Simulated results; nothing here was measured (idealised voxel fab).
voxel local oxidation: a process module
Cross-section cut: width 175 nm, square cells of 5 nm.
Cross-section spec: square-cell grid; bands listed top down; each band is one or more rows.
Per band: top height and bottom height in nm, followed by the left-to-right materials and their widths in nm; "edge to edge" marks a single material spanning edge to edge, "blank" marks empty space.
Beneath 0, the wafer as received is one material, and that level is where height counting begins. The lowest band goes on downward without a bottom; it is written like "0 and below".
A width such as "30 to 40" changes by the same amount from each row of cells to the next, from the band's top row to its bottom row.
The designation "nothing different", where it is given for a processing step, indicates that no cell of the cross-section was altered in the course of that step.
Closed empty spaces (no open way to the top) of 8 cells or more are what "Completely enclosed voids" lists, each as width x height at distance from the left edge, nm for all three.
Where a step's line continues beyond its settings, the continuation is a remark by the simulator itself on that step.
For masked steps, "overlay nm" on the step line gives how far right of plan the mask actually lay; a minus sign means it lay to the left.

### This section lists the process steps that were planned
| 1 | RECEIVE | material Si |
| 2 | OXIDIZE | depth nm 5 |
| 3 | CONFORMAL_DEP | material SiN | thk nm 10 |
| 4 | MASKED_ETCH | tone cover | mask id ACTIVE | width nm 115 | etch materials SiN | depth nm 10 | overlay nm 0 |
| 5 | SELECTIVE_ETCH | etch materials SiO2 | depth nm 5 |
| 6 | OXIDIZE | depth nm 15 |
| 7 | STRIP | etch materials SiN |

### First of two wafers: run as planned

### The cross-section here shows the wafer as received, i.e. in its state after step 1
0 and below | Si edge to edge
Completely enclosed voids: none

### You're looking at a cross-section of the wafer after step 2
0 down to -5 | SiO2 edge to edge
below -5: unchanged

### You're looking at a cross-section of the wafer after step 3
10 down to 0 | SiN edge to edge
below 0: unchanged

### You're looking at a cross-section of the wafer after step 4
10 down to 0 | blank: 30 | SiN: 115 | blank: 30
below 0: unchanged

### You're looking at a cross-section of the wafer after step 5
10 down to 0 | blank: 30 | SiN: 115 | blank: 30
0 down to -5 | blank: 35 | SiO2: 105 | blank: 35
below -5: unchanged

### You're looking at a cross-section of the wafer after step 6
10 down to 0 | blank: 30 | SiN: 115 | blank: 30
0 down to -5 | blank: 35 | SiO2: 105 | blank: 35
-5 down to -20 | SiO2: 50 | Si: 75 | SiO2: 50
below -20: unchanged

### You're looking at a cross-section of the wafer after step 7
0 down to -5 | blank: 35 | SiO2: 105 | blank: 35
below -5: unchanged

### Okay, second wafer. Nothing different at the start, nothing different in the plan, just one mistake somewhere in the running. As far as step 1, counting that step, it's the first wafer all over again

### What the second wafer looks like in cross-section when step 2 should have wrapped up
0 down to -5 | SiO2 edge to edge
below -5: unchanged

### What the second wafer looks like in cross-section when step 3 should have wrapped up
10 down to 0 | SiN edge to edge
below 0: unchanged

### What the second wafer looks like in cross-section when step 4 should have wrapped up
10 down to 0 | blank: 30 | SiN: 115 | blank: 30
below 0: unchanged

### What the second wafer looks like in cross-section when step 5 should have wrapped up
10 down to 0 | blank: 30 | SiN: 115 | blank: 30
0 down to -5 | blank: 35 | SiO2: 105 | blank: 35
below -5: unchanged

### What the second wafer looks like in cross-section when step 6 should have wrapped up
10 down to 0 | blank: 30 | SiN: 115 | blank: 30
0 down to -5 | blank: 35 | SiO2: 105 | blank: 35
-5 down to -20 | SiO2: 50 | Si: 75 | SiO2: 50
below -20: unchanged

### What the second wafer looks like in cross-section when step 7 should have wrapped up
0 down to -5 | blank: 35 | SiO2: 105 | blank: 35
below -5: unchanged
What was done differently from what was planned? step 2 was run twice
Honestly, by the end the two wafers have the same cross-section, so the mistake just doesn't show up in what this model computes.
